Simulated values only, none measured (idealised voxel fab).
Process module, titled voxel capacitor over wiring
Cross-section cut spans 200 nm and uses square cells 5 nm in size.
Cross-section format: a grid of square cells, given as bands from top to bottom; each band is one or more rows of cells.
Within each band entry, the heights of the top and of the bottom of the band appear first, in that order and in nm; the materials of the band then follow from left to right, each with its corresponding width in nm. The designation "throughout" on a single material indicates that it fills the band from edge to edge; the designation "air" indicates empty space.
The reference from which all heights are counted is 0, the level beneath which the as-received wafer is entirely one material; the lowest band, having no lower bound, proceeds downward and is written after the example "top 0, no bottom".
Think of "30 to 40" as a width that walks from the first number to the second as you go down the band, top row to bottom row, taking equal-sized steps from row to row.
Any step labelled "remains unaltered" changed none of the cells in the cross-section.
Under "Cavities, sealed" you'll find the enclosed gaps, the ones with no way out to the top, that are 8 cells or bigger; each reads width x height at distance, with distance counted from the left edge, everything in nm.
That trailing text on a step's line, after the settings, is the simulator's own remark on the step.
overlay nm: on a step with a mask, how far right of its planned place the mask lay; negative means left.

# Here's what the planned process steps look like
1) RECEIVE [material Si]
2) CONFORMAL_DEP [material SiO2] [thk nm 15]
3) DIRECTIONAL_DEP [material TiN] [thk nm 5]
4) DIRECTIONAL_DEP [material W] [thk nm 25]
5) DIRECTIONAL_DEP [material aC] [thk nm 15]
6) PATTERN [tone cover] [mask id METAL_1] [material resist] [width nm 25] [pitch nm 95] [thk nm 30] [overlay nm 0]
7) DIRECTIONAL_ETCH [etch materials aC] [depth nm 15]
8) STRIP [etch materials resist]
9) DIRECTIONAL_ETCH [etch materials W] [depth nm 25]
10) DIRECTIONAL_ETCH [etch materials TiN] [depth nm 5]
11) STRIP [etch materials aC]
12) FILL_DEP [material SiO2] [thk nm 10]
13) CMP [height nm 45]
14) CONFORMAL_DEP [material SiCN] [thk nm 5]
15) DIRECTIONAL_DEP [material lowk] [thk nm 20]
16) DIRECTIONAL_DEP [material aC] [thk nm 15]
17) PATTERN [tone open] [mask id PLUG_1] [material resist] [width nm 15] [thk nm 30] [overlay nm 0]
18) DIRECTIONAL_ETCH [etch materials aC] [depth nm 15]
19) STRIP [etch materials resist]
20) DIRECTIONAL_ETCH [etch materials lowk] [depth nm 20]
21) DIRECTIONAL_ETCH [etch materials SiCN] [depth nm 5]
22) STRIP [etch materials aC]
23) CONFORMAL_DEP [material TiN] [thk nm 5]
24) FILL_DEP [material Cu] [thk nm 5]
25) CMP [height nm 70]
26) DIRECTIONAL_DEP [material TiN] [thk nm 10]
27) DIRECTIONAL_DEP [material HfO2] [thk nm 5]
28) DIRECTIONAL_DEP [material TiN] [thk nm 5]
29) MASKED_ETCH [tone cover] [mask id UPPER_PLATE] [width nm 75] [etch materials TiN] [depth nm 5] [overlay nm 0]
30) MASKED_ETCH [tone cover] [mask id UPPER_PLATE] [width nm 75] [etch materials HfO2] [depth nm 5] [overlay nm 0]
31) MASKED_ETCH [tone cover] [mask id LOWER_PLATE] [width nm 85] [etch materials TiN] [depth nm 10] [overlay nm 0]
32) FILL_DEP [material SiO2] [thk nm 15]
33) CMP [height nm 100]
34) PATTERN [tone open] [mask id PLUG_2] [material resist] [width nm 15] [thk nm 20] [overlay nm 0]
35) DIRECTIONAL_ETCH [etch materials SiO2] [depth nm 10]
36) STRIP [etch materials resist]
37) CONFORMAL_DEP [material TiN] [thk nm 5]
38) FILL_DEP [material W] [thk nm 5]
39) CMP [height nm 100]
40) CONFORMAL_DEP [material SiN] [thk nm 5]

# Cross-section of the wafer at receipt, which is the condition after step 1
top 0, no bottom | Si throughout
Cavities, sealed: none

# The first of two wafers, cross-sectioned at the end of the module, with the run proceeding as planned
top 105, bottom 100 | SiN throughout
top 100, bottom 95 | 60 nm SiO2  5 nm TiN  5 nm W  5 nm TiN  125 nm SiO2
top 95, bottom 85 | 60 to 50 nm SiO2  15 to 75 nm TiN  125 to 75 nm SiO2
top 85, bottom 80 | 50 nm SiO2  75 nm HfO2  75 nm SiO2
top 80, bottom 70 | 45 nm SiO2  85 nm TiN  70 nm SiO2
top 70, bottom 50 | 50 nm lowk  5 nm TiN  5 nm Cu  5 nm TiN  135 nm lowk
top 50, bottom 45 | 50 nm SiCN  15 nm TiN  135 nm SiCN
top 45, bottom 20 | 40 nm SiO2  25 nm W  70 nm SiO2  25 nm W  40 nm SiO2
top 20, bottom 15 | 40 nm SiO2  25 nm TiN  70 nm SiO2  25 nm TiN  40 nm SiO2
top 15, bottom 0 | SiO2 throughout
top 0, no bottom | Si throughout
Cavities, sealed: none

# second wafer at the end: like start, like plan, one mistake
top 105, bottom 100 | SiN throughout
top 100, bottom 95 | 65 nm SiO2  5 nm TiN  5 nm W  5 nm TiN  120 nm SiO2
top 95, bottom 85 | 65 to 50 nm SiO2  15 to 75 nm TiN  120 to 75 nm SiO2
top 85, bottom 80 | 50 nm SiO2  75 nm HfO2  75 nm SiO2
top 80, bottom 70 | 45 nm SiO2  85 nm TiN  70 nm SiO2
top 70, bottom 50 | 50 nm lowk  5 nm TiN  5 nm Cu  5 nm TiN  135 nm lowk
top 50, bottom 45 | 50 nm SiCN  15 nm TiN  135 nm SiCN
top 45, bottom 20 | 40 nm SiO2  25 nm W  70 nm SiO2  25 nm W  40 nm SiO2
top 20, bottom 15 | 40 nm SiO2  25 nm TiN  70 nm SiO2  25 nm TiN  40 nm SiO2
top 15, bottom 0 | SiO2 throughout
top 0, no bottom | Si throughout
Cavities, sealed: none
What was done differently from what was planned? planned and actual differ for step 34; actual: PATTERN [tone open] [mask id PLUG_2] [material resist] [width nm 15] [thk nm 20] [overlay nm 5]
At the end, each material covers as many cells on the second wafer as it does on the first, though the cells it covers are elsewhere.
